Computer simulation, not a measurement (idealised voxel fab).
Module name: voxel wiring stack (process module)
Section shown: cut. Width: 235 nm. Cell size: 5 nm, square.
Cross-section format: a grid of square cells, given as bands from top to bottom; each band is one or more rows of cells. Band entry format. Leading values: height of top, height of bottom, nm. Remainder: materials in left-to-right order, each with its width in nm. Special words: "throughout" on a single material, which then fills the band edge to edge; "empty", empty space. It should be noted that heights are counted from 0, beneath which the wafer as supplied is of one material throughout, and that the lowest band possesses no lower boundary but continues downward, as written in "0 down". The width entry "30->40" should be interpreted row by row: the top row of cells in the band takes the first number, the bottom row takes the second number, and the change between adjacent rows is uniform throughout. Basically "no alterations made" means that step didn't change any cell in the cross-section. Entry "Enclosed void catalog" = empty spaces >= 8 cells with no open way to the top; each as width x height at distance, distance from left edge, all nm. Past the settings on a step's line: simulator remark, on that step. "overlay nm" on a masked step: distance the mask lay right of its planned place, negative for left. The remainder of this document consists of a sequence of paired cross-sections. Each pair presents the cross-section prior to one process step together with the cross-section following it, the latter being rendered only as deep as the lowest band that underwent change. The intervening step, together with its settings, is stated beneath each pair. Because the pairs may originate from different runs of this module on the same starting wafer, a given pair is to be read as continuing from the preceding pair only where its entry headed "Cross-section, before" so indicates.
Cross-section, before
* 140 to 130 = 85 of aC | 20 of empty | 20 of aC | 20 of empty | 90 of aC
* 130 to 120 = 85 of lowk | 20 of empty | 20 of lowk | 20 of empty | 90 of lowk
* 120 to 110 = 85 of lowk | 15 of empty | 5 of aC | 20 of lowk | 20 of aC | 90 of lowk
* 110 to 100 = lowk throughout
* 100 to 95 = SiCN throughout
* 95 to 90 = 80 of SiCN | 30 of Ru | 10 of SiCN | 30 of Ru | 85 of SiCN
* 90 to 80 = 85 of SiO2 | 5 of TiN | 10 of Cu | 5 of TiN | 20 of SiO2 | 5 of TiN | 10 of Cu | 5 of TiN | 90 of SiO2
* 80 to 75 = 85 of SiCN | 20 of TiN | 20 of SiCN | 20 of TiN | 90 of SiCN
* 75 to 70 = W throughout
* 70 to 65 = 90 of TiN | 5 of W | 35 of TiN | 5 of W | 100 of TiN
* 65 to 50 = 85 of SiO2 | 5 of TiN | 5 of W | 5 of TiN | 25 of SiO2 | 5 of TiN | 5 of W | 5 of TiN | 95 of SiO2
* 50 to 45 = 85 of SiCN | 15 of TiN | 25 of SiCN | 15 of TiN | 95 of SiCN
* 45 to 20 = 85 of lowk | 20 of W | 20 of lowk | 20 of W | 90 of lowk
* 20 to 15 = 85 of lowk | 20 of TiN | 20 of lowk | 20 of TiN | 90 of lowk
* 15 to 0 = SiO2 throughout
* 0 down = Si throughout
* Enclosed void catalog: none
Resulting Cross-Section
* 140 to 130 = 85 of aC | 20 of empty | 20 of aC | 20 of empty | 90 of aC
* 130 to 120 = 85 of lowk | 20 of empty | 20 of lowk | 20 of empty | 90 of lowk
* 120 to 110 = 85 of lowk | 15 of empty | 5 of aC | 20 of lowk | 20 of aC | 90 of lowk
* 110 to 100 = 85 of lowk | 15 of empty | 135 of lowk
* Beneath the level 100, the cross-section is identical to its previous state.
* Enclosed void catalog: none
Step, pre vs post cross-sections above: DIRECTIONAL_ETCH (etch materials lowk; depth nm 10)
Cross-section, before: unchanged from the after cross-section in the pair immediately above; refer to that figure.
Resulting Cross-Section
* 140 to 130 = 85 of aC | 20 of empty | 20 of aC | 20 of empty | 90 of aC
* 130 to 120 = 85 of lowk | 20 of empty | 20 of lowk | 20 of empty | 90 of lowk
* 120 to 110 = 85 of lowk | 15 of empty | 5 of aC | 20 of lowk | 20 of aC | 90 of lowk
* 110 to 100 = 85 of lowk | 15 of empty | 135 of lowk
* 100 to 95 = 85 of SiCN | 15 of empty | 135 of SiCN
* Beneath the level 95, the cross-section is identical to its previous state.
* Enclosed void catalog: none
Step, pre vs post cross-sections above: DIRECTIONAL_ETCH (etch materials SiCN; depth nm 5)
Cross-section, before: unchanged from the after cross-section in the pair immediately above; refer to that figure.
Resulting Cross-Section
* 130 to 110 = 85 of lowk | 20 of empty | 20 of lowk | 20 of empty | 90 of lowk
* Beneath the level 110, the cross-section is identical to its previous state.
* Enclosed void catalog: none
Step, pre vs post cross-sections above: STRIP (etch materials aC)
Cross-section, before: unchanged from the after cross-section in the pair immediately above; refer to that figure.
Resulting Cross-Section
* 135 to 130 = 90 of TiN | 10 of empty | 30 of TiN | 10 of empty | 95 of TiN
* 130 to 115 = 85 of lowk | 5 of TiN | 10 of empty | 5 of TiN | 20 of lowk | 5 of TiN | 10 of empty | 5 of TiN | 90 of lowk
* 115 to 110 = 85 of lowk | 5 of TiN | 5 of empty | 10 of TiN | 20 of lowk | 20 of TiN | 90 of lowk
* 110 to 100 = 85 of lowk | 5 of TiN | 5 of empty | 5 of TiN | 135 of lowk
* 100 to 95 = 85 of SiCN | 15 of TiN | 135 of SiCN
* Beneath the level 95, the cross-section is identical to its previous state.
* Enclosed void catalog: none
Step, pre vs post cross-sections above: CONFORMAL_DEP (material TiN; thk nm 5)
Cross-section, before: unchanged from the after cross-section in the pair immediately above; refer to that figure.
Resulting Cross-Section
* 140 to 135 = Ru throughout
* 135 to 130 = 90 of TiN | 10 of Ru | 30 of TiN | 10 of Ru | 95 of TiN
* 130 to 115 = 85 of lowk | 5 of TiN | 10 of Ru | 5 of TiN | 20 of lowk | 5 of TiN | 10 of Ru | 5 of TiN | 90 of lowk
* 115 to 110 = 85 of lowk | 5 of TiN | 5 of Ru | 10 of TiN | 20 of lowk | 20 of TiN | 90 of lowk
* 110 to 100 = 85 of lowk | 5 of TiN | 5 of Ru | 5 of TiN | 135 of lowk
* Beneath the level 100, the cross-section is identical to its previous state.
* Enclosed void catalog: none
Step, pre vs post cross-sections above: FILL_DEP (material Ru; thk nm 5)
Cross-section, before: unchanged from the after cross-section in the pair immediately above; refer to that figure.
Resulting Cross-Section
* 130 to 115 = 85 of lowk | 5 of TiN | 10 of Ru | 5 of TiN | 20 of lowk | 5 of TiN | 10 of Ru | 5 of TiN | 90 of lowk
* Beneath the level 115, the cross-section is identical to its previous state.
* Enclosed void catalog: none
Step, pre vs post cross-sections above: CMP (height nm 130)
Cross-section, before: unchanged from the after cross-section in the pair immediately above; refer to that figure.
Resulting Cross-Section
* 135 to 130 = SiCN throughout
* Beneath the level 130, the cross-section is identical to its previous state.
* Enclosed void catalog: none
Step, pre vs post cross-sections above: CONFORMAL_DEP (material SiCN; thk nm 5)
Cross-section, before: unchanged from the after cross-section in the pair immediately above; refer to that figure.
Resulting Cross-Section
* 145 to 135 = lowk throughout
* Beneath the level 135, the cross-section is identical to its previous state.
* Enclosed void catalog: none
Step, pre vs post cross-sections above: DIRECTIONAL_DEP (material lowk; thk nm 10)
Cross-section, before: unchanged from the after cross-section in the pair immediately above; refer to that figure.
Resulting Cross-Section
* 155 to 145 = aC throughout
* Beneath the level 145, the cross-section is identical to its previous state.
* Enclosed void catalog: none
Step, pre vs post cross-sections above: DIRECTIONAL_DEP (material aC; thk nm 10)
Cross-section, before: unchanged from the after cross-section in the pair immediately above; refer to that figure.
Resulting Cross-Section
* 180 to 155 = 85 of resist | 15 of empty | 25 of resist | 15 of empty | 95 of resist
* Beneath the level 155, the cross-section is identical to its previous state.
* Enclosed void catalog: none
Step, pre vs post cross-sections above: PATTERN (tone open; mask id PLUG_3; material resist; width nm 15; pitch nm 40; thk nm 25; overlay nm 0)
Cross-section, before: unchanged from the after cross-section in the pair immediately above; refer to that figure.
Resulting Cross-Section
* 170 to 155 = 85 of resist | 15 of empty | 25 of resist | 15 of empty | 95 of resist
* 155 to 145 = 85 of aC | 15 of empty | 25 of aC | 15 of empty | 95 of aC
* Beneath the level 145, the cross-section is identical to its previous state.
* Enclosed void catalog: none
Step, pre vs post cross-sections above: DIRECTIONAL_ETCH (etch materials aC; depth nm 10)
Cross-section, before: unchanged from the after cross-section in the pair immediately above; refer to that figure.
Resulting Cross-Section
* 155 to 145 = 85 of aC | 15 of empty | 25 of aC | 15 of empty | 95 of aC
* Beneath the level 145, the cross-section is identical to its previous state.
* Enclosed void catalog: none
Step, pre vs post cross-sections above: STRIP (etch materials resist)
Cross-section, before: unchanged from the after cross-section in the pair immediately above; refer to that figure.
Resulting Cross-Section
* 155 to 145 = 85 of aC | 15 of empty | 25 of aC | 15 of empty | 95 of aC
* 145 to 135 = 85 of lowk | 15 of empty | 25 of lowk | 15 of empty | 95 of lowk
* Beneath the level 135, the cross-section is identical to its previous state.
* Enclosed void catalog: none
Step, pre vs post cross-sections above: DIRECTIONAL_ETCH (etch materials lowk; depth nm 10)
Cross-section, before: unchanged from the after cross-section in the pair immediately above; refer to that figure.
Resulting Cross-Section
* 155 to 145 = 85 of aC | 15 of empty | 25 of aC | 15 of empty | 95 of aC
* 145 to 135 = 85 of lowk | 15 of empty | 25 of lowk | 15 of empty | 95 of lowk
* 135 to 130 = 85 of SiCN | 15 of empty | 25 of SiCN | 15 of empty | 95 of SiCN
* Beneath the level 130, the cross-section is identical to its previous state.
* Enclosed void catalog: none
Step, pre vs post cross-sections above: DIRECTIONAL_ETCH (etch materials SiCN; depth nm 5)
Cross-section, before: unchanged from the after cross-section in the pair immediately above; refer to that figure.
Resulting Cross-Section
* 145 to 135 = 85 of lowk | 15 of empty | 25 of lowk | 15 of empty | 95 of lowk
* Beneath the level 135, the cross-section is identical to its previous state.
* Enclosed void catalog: none
Step, pre vs post cross-sections above: STRIP (etch materials aC)
Cross-section, before: unchanged from the after cross-section in the pair immediately above; refer to that figure.
Resulting Cross-Section
* 150 to 145 = 90 of TiN | 5 of empty | 35 of TiN | 5 of empty | 100 of TiN
* 145 to 135 = 85 of lowk | 5 of TiN | 5 of empty | 5 of TiN | 25 of lowk | 5 of TiN | 5 of empty | 5 of TiN | 95 of lowk
* 135 to 130 = 85 of SiCN | 15 of TiN | 25 of SiCN | 15 of TiN | 95 of SiCN
* Beneath the level 130, the cross-section is identical to its previous state.
* Enclosed void catalog: none
Step, pre vs post cross-sections above: CONFORMAL_DEP (material TiN; thk nm 5)
Cross-section, before: unchanged from the after cross-section in the pair immediately above; refer to that figure.
Resulting Cross-Section
* 155 to 150 = Cu throughout
* 150 to 145 = 90 of TiN | 5 of Cu | 35 of TiN | 5 of Cu | 100 of TiN
* 145 to 135 = 85 of lowk | 5 of TiN | 5 of Cu | 5 of TiN | 25 of lowk | 5 of TiN | 5 of Cu | 5 of TiN | 95 of lowk
* Beneath the level 135, the cross-section is identical to its previous state.
* Enclosed void catalog: none
Step, pre vs post cross-sections above: FILL_DEP (material Cu; thk nm 5)
Cross-section, before: unchanged from the after cross-section in the pair immediately above; refer to that figure.
Resulting Cross-Section
* 145 to 135 = 85 of lowk | 5 of TiN | 5 of Cu | 5 of TiN | 25 of lowk | 5 of TiN | 5 of Cu | 5 of TiN | 95 of lowk
* Beneath the level 135, the cross-section is identical to its previous state.
* Enclosed void catalog: none
Step, pre vs post cross-sections above: CMP (height nm 145)
Cross-section, before: unchanged from the after cross-section in the pair immediately above; refer to that figure.
Resulting Cross-Section
* 150 to 145 = TiN throughout
* Beneath the level 145, the cross-section is identical to its previous state.
* Enclosed void catalog: none
Step, pre vs post cross-sections above: DIRECTIONAL_DEP (material TiN; thk nm 5)
Cross-section, before: unchanged from the after cross-section in the pair immediately above; refer to that figure.
Resulting Cross-Section
* 165 to 150 = Ru throughout
* Beneath the level 150, the cross-section is identical to its previous state.
* Enclosed void catalog: none
Step, pre vs post cross-sections above: DIRECTIONAL_DEP (material Ru; thk nm 15)
Cross-section, before: unchanged from the after cross-section in the pair immediately above; refer to that figure.
Resulting Cross-Section
* 175 to 165 = aC throughout
* Beneath the level 165, the cross-section is identical to its previous state.
* Enclosed void catalog: none
Step, pre vs post cross-sections above: DIRECTIONAL_DEP (material aC; thk nm 10)
Cross-section, before: unchanged from the after cross-section in the pair immediately above; refer to that figure.
Resulting Cross-Section
* 205 to 175 = 85 of empty | 20 of resist | 20 of empty | 20 of resist | 90 of empty
* Beneath the level 175, the cross-section is identical to its previous state.
* Enclosed void catalog: none
Step, pre vs post cross-sections above: PATTERN (tone cover; mask id METAL_4; material resist; width nm 20; pitch nm 40; thk nm 30; overlay nm 0)
Cross-section, before: unchanged from the after cross-section in the pair immediately above; refer to that figure.
Resulting Cross-Section
* 195 to 175 = 85 of empty | 20 of resist | 20 of empty | 20 of resist | 90 of empty
* 175 to 165 = 85 of empty | 20 of aC | 20 of empty | 20 of aC | 90 of empty
* Beneath the level 165, the cross-section is identical to its previous state.
* Enclosed void catalog: none
Step, pre vs post cross-sections above: DIRECTIONAL_ETCH (etch materials aC; depth nm 10)
Cross-section, before: unchanged from the after cross-section in the pair immediately above; refer to that figure.
Resulting Cross-Section
* 175 to 165 = 85 of empty | 20 of aC | 20 of empty | 20 of aC | 90 of empty
* Beneath the level 165, the cross-section is identical to its previous state.
* Enclosed void catalog: none
Step, pre vs post cross-sections above: STRIP (etch materials resist)
Cross-section, before: unchanged from the after cross-section in the pair immediately above; refer to that figure.
Resulting Cross-Section
* 175 to 165 = 85 of empty | 20 of aC | 20 of empty | 20 of aC | 90 of empty
* 165 to 150 = 85 of empty | 20 of Ru | 20 of empty | 20 of Ru | 90 of empty
* Beneath the level 150, the cross-section is identical to its previous state.
* Enclosed void catalog: none
Step, pre vs post cross-sections above: DIRECTIONAL_ETCH (etch materials Ru; depth nm 15)
Cross-section, before: unchanged from the after cross-section in the pair immediately above; refer to that figure.
Resulting Cross-Section
* 175 to 165 = 85 of empty | 20 of aC | 20 of empty | 20 of aC | 90 of empty
* 165 to 150 = 85 of empty | 20 of Ru | 20 of empty | 20 of Ru | 90 of empty
* 150 to 145 = 85 of empty | 20 of TiN | 20 of empty | 20 of TiN | 90 of empty
* Beneath the level 145, the cross-section is identical to its previous state.
* Enclosed void catalog: none
Step, pre vs post cross-sections above: DIRECTIONAL_ETCH (etch materials TiN; depth nm 5)
Cross-section, before: unchanged from the after cross-section in the pair immediately above; refer to that figure.
Resulting Cross-Section
* 165 to 150 = 85 of empty | 20 of Ru | 20 of empty | 20 of Ru | 90 of empty
* Beneath the level 150, the cross-section is identical to its previous state.
* Enclosed void catalog: none
Step, pre vs post cross-sections above: STRIP (etch materials aC)
Cross-section, before: unchanged from the after cross-section in the pair immediately above; refer to that figure.
Resulting Cross-Section
* 170 to 165 = 80 of empty | 30 of SiN | 10 of empty | 30 of SiN | 85 of empty
* 165 to 150 = 80 of empty | 5 of SiN | 20 of Ru | 5 of SiN | 10 of empty | 5 of SiN | 20 of Ru | 5 of SiN | 85 of empty
* 150 to 145 = 85 of SiN | 20 of TiN | 20 of SiN | 20 of TiN | 90 of SiN
* Beneath the level 145, the cross-section is identical to its previous state.
* Enclosed void catalog: none
Step, pre vs post cross-sections above: CONFORMAL_DEP (material SiN; thk nm 5)
Cross-section, before: unchanged from the after cross-section in the pair immediately above; refer to that figure.
Resulting Cross-Section
* 180 to 170 = SiO2 throughout
* 170 to 165 = 80 of SiO2 | 30 of SiN | 10 of SiO2 | 30 of SiN | 85 of SiO2
* 165 to 150 = 80 of SiO2 | 5 of SiN | 20 of Ru | 5 of SiN | 10 of SiO2 | 5 of SiN | 20 of Ru | 5 of SiN | 85 of SiO2
* Beneath the level 150, the cross-section is identical to its previous state.
* Enclosed void catalog: none
Step, pre vs post cross-sections above: FILL_DEP (material SiO2; thk nm 10)
Cross-section, before: unchanged from the after cross-section in the pair immediately above; refer to that figure.
Resulting Cross-Section
* 165 to 150 = 80 of SiO2 | 5 of SiN | 20 of Ru | 5 of SiN | 10 of SiO2 | 5 of SiN | 20 of Ru | 5 of SiN | 85 of SiO2
* Beneath the level 150, the cross-section is identical to its previous state.
* Enclosed void catalog: none
Step, pre vs post cross-sections above: CMP (height nm 165)
Cross-section, before: unchanged from the after cross-section in the pair immediately above; refer to that figure.
Resulting Cross-Section
* 170 to 165 = SiCN throughout
* Beneath the level 165, the cross-section is identical to its previous state.
* Enclosed void catalog: none
Step, pre vs post cross-sections above: CONFORMAL_DEP (material SiCN; thk nm 5)
Cross-section, before
* 140 to 130 = 85 of aC | 20 of empty | 20 of aC | 20 of empty | 90 of aC
* 130 to 120 = 85 of lowk | 20 of empty | 20 of lowk | 20 of empty | 90 of lowk
* 120 to 110 = 85 of lowk | 20 of aC | 20 of lowk | 20 of aC | 90 of lowk
* 110 to 100 = lowk throughout
* 100 to 95 = SiCN throughout
* 95 to 90 = 80 of SiCN | 30 of Ru | 10 of SiCN | 30 of Ru | 85 of SiCN
* 90 to 70 = 85 of SiO2 | 5 of TiN | 10 of Cu | 5 of TiN | 20 of SiO2 | 5 of TiN | 10 of Cu | 5 of TiN | 90 of SiO2
* 70 to 65 = 85 of SiCN | 20 of TiN | 20 of SiCN | 20 of TiN | 90 of SiCN
* 65 to 50 = 85 of SiO2 | 5 of TiN | 5 of W | 5 of TiN | 25 of SiO2 | 5 of TiN | 5 of W | 5 of TiN | 95 of SiO2
* 50 to 45 = 85 of SiCN | 15 of TiN | 25 of SiCN | 15 of TiN | 95 of SiCN
* 45 to 20 = 85 of lowk | 20 of W | 20 of lowk | 20 of W | 90 of lowk
* 20 to 15 = 85 of lowk | 20 of TiN | 20 of lowk | 20 of TiN | 90 of lowk
* 15 to 0 = SiO2 throughout
* 0 down = Si throughout
* Enclosed void catalog: none
Resulting Cross-Section
* 165 to 140 = 85 of resist | 20 of empty | 130 of resist
* 140 to 130 = 85 of aC | 20 of empty | 20 of aC | 20 of resist | 90 of aC
* 130 to 120 = 85 of lowk | 20 of empty | 20 of lowk | 20 of resist | 90 of lowk
* Beneath the level 120, the cross-section is identical to its previous state.
* Enclosed void catalog: none
Step, pre vs post cross-sections above: PATTERN (tone open; mask id METAL_3_HOLES; material resist; width nm 20; thk nm 25; overlay nm 0)
Cross-section, before: unchanged from the after cross-section in the pair immediately above; refer to that figure.
Resulting Cross-Section
* 155 to 140 = 85 of resist | 20 of empty | 130 of resist
* 140 to 130 = 85 of aC | 20 of empty | 20 of aC | 20 of resist | 90 of aC
* 130 to 120 = 85 of lowk | 20 of empty | 20 of lowk | 20 of resist | 90 of lowk
* 120 to 110 = 85 of lowk | 20 of empty | 20 of lowk | 20 of aC | 90 of lowk
* Beneath the level 110, the cross-section is identical to its previous state.
* Enclosed void catalog: none
Step, pre vs post cross-sections above: DIRECTIONAL_ETCH (etch materials aC; depth nm 10)
Cross-section, before: unchanged from the after cross-section in the pair immediately above; refer to that figure.
Resulting Cross-Section
* 140 to 130 = 85 of aC | 20 of empty | 20 of aC | 20 of empty | 90 of aC
* 130 to 120 = 85 of lowk | 20 of empty | 20 of lowk | 20 of empty | 90 of lowk
* Beneath the level 120, the cross-section is identical to its previous state.
* Enclosed void catalog: none
Step, pre vs post cross-sections above: STRIP (etch materials resist)
Cross-section, before: unchanged from the after cross-section in the pair immediately above; refer to that figure.
Resulting Cross-Section
* 140 to 130 = 85 of aC | 20 of empty | 20 of aC | 20 of empty | 90 of aC
* 130 to 120 = 85 of lowk | 20 of empty | 20 of lowk | 20 of empty | 90 of lowk
* 120 to 110 = 85 of lowk | 20 of empty | 20 of lowk | 20 of aC | 90 of lowk
* 110 to 100 = 85 of lowk | 20 of empty | 130 of lowk
* Beneath the level 100, the cross-section is identical to its previous state.
* Enclosed void catalog: none
Step, pre vs post cross-sections above: DIRECTIONAL_ETCH (etch materials lowk; depth nm 10)
Cross-section, before: unchanged from the after cross-section in the pair immediately above; refer to that figure.
Resulting Cross-Section
* 140 to 130 = 85 of aC | 20 of empty | 20 of aC | 20 of empty | 90 of aC
* 130 to 120 = 85 of lowk | 20 of empty | 20 of lowk | 20 of empty | 90 of lowk
* 120 to 110 = 85 of lowk | 20 of empty | 20 of lowk | 20 of aC | 90 of lowk
* 110 to 100 = 85 of lowk | 20 of empty | 130 of lowk
* 100 to 95 = 85 of SiCN | 20 of empty | 130 of SiCN
* Beneath the level 95, the cross-section is identical to its previous state.
* Enclosed void catalog: none
Step, pre vs post cross-sections above: DIRECTIONAL_ETCH (etch materials SiCN; depth nm 5)
Cross-section, before: unchanged from the after cross-section in the pair immediately above; refer to that figure.
Resulting Cross-Section
* 130 to 110 = 85 of lowk | 20 of empty | 20 of lowk | 20 of empty | 90 of lowk
* Beneath the level 110, the cross-section is identical to its previous state.
* Enclosed void catalog: none
Step, pre vs post cross-sections above: STRIP (etch materials aC)
Cross-section, before: unchanged from the after cross-section in the pair immediately above; refer to that figure.
Resulting Cross-Section
* 135 to 130 = 90 of TiN | 10 of empty | 30 of TiN | 10 of empty | 95 of TiN
* 130 to 115 = 85 of lowk | 5 of TiN | 10 of empty | 5 of TiN | 20 of lowk | 5 of TiN | 10 of empty | 5 of TiN | 90 of lowk
* 115 to 110 = 85 of lowk | 5 of TiN | 10 of empty | 5 of TiN | 20 of lowk | 20 of TiN | 90 of lowk
* 110 to 100 = 85 of lowk | 5 of TiN | 10 of empty | 5 of TiN | 130 of lowk
* 100 to 95 = 85 of SiCN | 20 of TiN | 130 of SiCN
* Beneath the level 95, the cross-section is identical to its previous state.
* Enclosed void catalog: none
Step, pre vs post cross-sections above: CONFORMAL_DEP (material TiN; thk nm 5)
Cross-section, before: unchanged from the after cross-section in the pair immediately above; refer to that figure.
Resulting Cross-Section
* 140 to 135 = Ru throughout
* 135 to 130 = 90 of TiN | 10 of Ru | 30 of TiN | 10 of Ru | 95 of TiN
* 130 to 115 = 85 of lowk | 5 of TiN | 10 of Ru | 5 of TiN | 20 of lowk | 5 of TiN | 10 of Ru | 5 of TiN | 90 of lowk
* 115 to 110 = 85 of lowk | 5 of TiN | 10 of Ru | 5 of TiN | 20 of lowk | 20 of TiN | 90 of lowk
* 110 to 100 = 85 of lowk | 5 of TiN | 10 of Ru | 5 of TiN | 130 of lowk
* Beneath the level 100, the cross-section is identical to its previous state.
* Enclosed void catalog: none
Step, pre vs post cross-sections above: FILL_DEP (material Ru; thk nm 5)
Cross-section, before: unchanged from the after cross-section in the pair immediately above; refer to that figure.
Resulting Cross-Section
* 130 to 115 = 85 of lowk | 5 of TiN | 10 of Ru | 5 of TiN | 20 of lowk | 5 of TiN | 10 of Ru | 5 of TiN | 90 of lowk
* Beneath the level 115, the cross-section is identical to its previous state.
* Enclosed void catalog: none
Step, pre vs post cross-sections above: CMP (height nm 130)
Cross-section, before: unchanged from the after cross-section in the pair immediately above; refer to that figure.
Resulting Cross-Section
* 135 to 130 = SiCN throughout
* Beneath the level 130, the cross-section is identical to its previous state.
* Enclosed void catalog: none
Step, pre vs post cross-sections above: CONFORMAL_DEP (material SiCN; thk nm 5)
Cross-section, before: unchanged from the after cross-section in the pair immediately above; refer to that figure.
Resulting Cross-Section
* 145 to 135 = lowk throughout
* Beneath the level 135, the cross-section is identical to its previous state.
* Enclosed void catalog: none
Step, pre vs post cross-sections above: DIRECTIONAL_DEP (material lowk; thk nm 10)
Cross-section, before: unchanged from the after cross-section in the pair immediately above; refer to that figure.
Resulting Cross-Section
* 155 to 145 = aC throughout
* Beneath the level 145, the cross-section is identical to its previous state.
* Enclosed void catalog: none
Step, pre vs post cross-sections above: DIRECTIONAL_DEP (material aC; thk nm 10)
Cross-section, before: unchanged from the after cross-section in the pair immediately above; refer to that figure.
Resulting Cross-Section
* 180 to 155 = 85 of resist | 15 of empty | 25 of resist | 15 of empty | 95 of resist
* Beneath the level 155, the cross-section is identical to its previous state.
* Enclosed void catalog: none
Step, pre vs post cross-sections above: PATTERN (tone open; mask id PLUG_3; material resist; width nm 15; pitch nm 40; thk nm 25; overlay nm 0)
Cross-section, before: unchanged from the after cross-section in the pair immediately above; refer to that figure.
Resulting Cross-Section
* 170 to 155 = 85 of resist | 15 of empty | 25 of resist | 15 of empty | 95 of resist
* 155 to 145 = 85 of aC | 15 of empty | 25 of aC | 15 of empty | 95 of aC
* Beneath the level 145, the cross-section is identical to its previous state.
* Enclosed void catalog: none
Step, pre vs post cross-sections above: DIRECTIONAL_ETCH (etch materials aC; depth nm 10)
Cross-section, before: unchanged from the after cross-section in the pair immediately above; refer to that figure.
Resulting Cross-Section
* 155 to 145 = 85 of aC | 15 of empty | 25 of aC | 15 of empty | 95 of aC
* Beneath the level 145, the cross-section is identical to its previous state.
* Enclosed void catalog: none
Step, pre vs post cross-sections above: STRIP (etch materials resist)
Cross-section, before: unchanged from the after cross-section in the pair immediately above; refer to that figure.
Resulting Cross-Section
* 155 to 145 = 85 of aC | 15 of empty | 25 of aC | 15 of empty | 95 of aC
* 145 to 135 = 85 of lowk | 15 of empty | 25 of lowk | 15 of empty | 95 of lowk
* Beneath the level 135, the cross-section is identical to its previous state.
* Enclosed void catalog: none
Step, pre vs post cross-sections above: DIRECTIONAL_ETCH (etch materials lowk; depth nm 10)
Cross-section, before: unchanged from the after cross-section in the pair immediately above; refer to that figure.
Resulting Cross-Section
* 155 to 145 = 85 of aC | 15 of empty | 25 of aC | 15 of empty | 95 of aC
* 145 to 135 = 85 of lowk | 15 of empty | 25 of lowk | 15 of empty | 95 of lowk
* 135 to 130 = 85 of SiCN | 15 of empty | 25 of SiCN | 15 of empty | 95 of SiCN
* Beneath the level 130, the cross-section is identical to its previous state.
* Enclosed void catalog: none
Step, pre vs post cross-sections above: DIRECTIONAL_ETCH (etch materials SiCN; depth nm 5)
Cross-section, before: unchanged from the after cross-section in the pair immediately above; refer to that figure.
Resulting Cross-Section
* 145 to 135 = 85 of lowk | 15 of empty | 25 of lowk | 15 of empty | 95 of lowk
* Beneath the level 135, the cross-section is identical to its previous state.
* Enclosed void catalog: none
Step, pre vs post cross-sections above: STRIP (etch materials aC)
Cross-section, before: unchanged from the after cross-section in the pair immediately above; refer to that figure.
Resulting Cross-Section
* 150 to 145 = 90 of TiN | 5 of empty | 35 of TiN | 5 of empty | 100 of TiN
* 145 to 135 = 85 of lowk | 5 of TiN | 5 of empty | 5 of TiN | 25 of lowk | 5 of TiN | 5 of empty | 5 of TiN | 95 of lowk
* 135 to 130 = 85 of SiCN | 15 of TiN | 25 of SiCN | 15 of TiN | 95 of SiCN
* Beneath the level 130, the cross-section is identical to its previous state.
* Enclosed void catalog: none
Step, pre vs post cross-sections above: CONFORMAL_DEP (material TiN; thk nm 5)
Cross-section, before: unchanged from the after cross-section in the pair immediately above; refer to that figure.
Resulting Cross-Section
* 155 to 150 = Cu throughout
* 150 to 145 = 90 of TiN | 5 of Cu | 35 of TiN | 5 of Cu | 100 of TiN
* 145 to 135 = 85 of lowk | 5 of TiN | 5 of Cu | 5 of TiN | 25 of lowk | 5 of TiN | 5 of Cu | 5 of TiN | 95 of lowk
* Beneath the level 135, the cross-section is identical to its previous state.
* Enclosed void catalog: none
Step, pre vs post cross-sections above: FILL_DEP (material Cu; thk nm 5)
Cross-section, before: unchanged from the after cross-section in the pair immediately above; refer to that figure.
Resulting Cross-Section
* 145 to 135 = 85 of lowk | 5 of TiN | 5 of Cu | 5 of TiN | 25 of lowk | 5 of TiN | 5 of Cu | 5 of TiN | 95 of lowk
* Beneath the level 135, the cross-section is identical to its previous state.
* Enclosed void catalog: none
Step, pre vs post cross-sections above: CMP (height nm 145)
Cross-section, before: unchanged from the after cross-section in the pair immediately above; refer to that figure.
Resulting Cross-Section
* 150 to 145 = TiN throughout
* Beneath the level 145, the cross-section is identical to its previous state.
* Enclosed void catalog: none
Step, pre vs post cross-sections above: DIRECTIONAL_DEP (material TiN; thk nm 5)
Cross-section, before: unchanged from the after cross-section in the pair immediately above; refer to that figure.
Resulting Cross-Section
* 165 to 150 = Ru throughout
* Beneath the level 150, the cross-section is identical to its previous state.
* Enclosed void catalog: none
Step, pre vs post cross-sections above: DIRECTIONAL_DEP (material Ru; thk nm 15)
Cross-section, before: unchanged from the after cross-section in the pair immediately above; refer to that figure.
Resulting Cross-Section
* 175 to 165 = aC throughout
* Beneath the level 165, the cross-section is identical to its previous state.
* Enclosed void catalog: none
Step, pre vs post cross-sections above: DIRECTIONAL_DEP (material aC; thk nm 10)
Cross-section, before: unchanged from the after cross-section in the pair immediately above; refer to that figure.
Resulting Cross-Section
* 205 to 175 = 85 of empty | 20 of resist | 20 of empty | 20 of resist | 90 of empty
* Beneath the level 175, the cross-section is identical to its previous state.
* Enclosed void catalog: none
Step, pre vs post cross-sections above: PATTERN (tone cover; mask id METAL_4; material resist; width nm 20; pitch nm 40; thk nm 30; overlay nm 0)
Cross-section, before: unchanged from the after cross-section in the pair immediately above; refer to that figure.
Resulting Cross-Section
* 195 to 175 = 85 of empty | 20 of resist | 20 of empty | 20 of resist | 90 of empty
* 175 to 165 = 85 of empty | 20 of aC | 20 of empty | 20 of aC | 90 of empty
* Beneath the level 165, the cross-section is identical to its previous state.
* Enclosed void catalog: none
Step, pre vs post cross-sections above: DIRECTIONAL_ETCH (etch materials aC; depth nm 10)
Cross-section, before: unchanged from the after cross-section in the pair immediately above; refer to that figure.
Resulting Cross-Section
* 175 to 165 = 85 of empty | 20 of aC | 20 of empty | 20 of aC | 90 of empty
* Beneath the level 165, the cross-section is identical to its previous state.
* Enclosed void catalog: none
Step, pre vs post cross-sections above: STRIP (etch materials resist)
Cross-section, before: unchanged from the after cross-section in the pair immediately above; refer to that figure.
Resulting Cross-Section
* 175 to 165 = 85 of empty | 20 of aC | 20 of empty | 20 of aC | 90 of empty
* 165 to 150 = 85 of empty | 20 of Ru | 20 of empty | 20 of Ru | 90 of empty
* Beneath the level 150, the cross-section is identical to its previous state.
* Enclosed void catalog: none
Step, pre vs post cross-sections above: DIRECTIONAL_ETCH (etch materials Ru; depth nm 15)
Cross-section, before: unchanged from the after cross-section in the pair immediately above; refer to that figure.
Resulting Cross-Section
* 175 to 165 = 85 of empty | 20 of aC | 20 of empty | 20 of aC | 90 of empty
* 165 to 150 = 85 of empty | 20 of Ru | 20 of empty | 20 of Ru | 90 of empty
* 150 to 145 = 85 of empty | 20 of TiN | 20 of empty | 20 of TiN | 90 of empty
* Beneath the level 145, the cross-section is identical to its previous state.
* Enclosed void catalog: none
Step, pre vs post cross-sections above: DIRECTIONAL_ETCH (etch materials TiN; depth nm 5)
Cross-section, before: unchanged from the after cross-section in the pair immediately above; refer to that figure.
Resulting Cross-Section
* 165 to 150 = 85 of empty | 20 of Ru | 20 of empty | 20 of Ru | 90 of empty
* Beneath the level 150, the cross-section is identical to its previous state.
* Enclosed void catalog: none
Step, pre vs post cross-sections above: STRIP (etch materials aC)
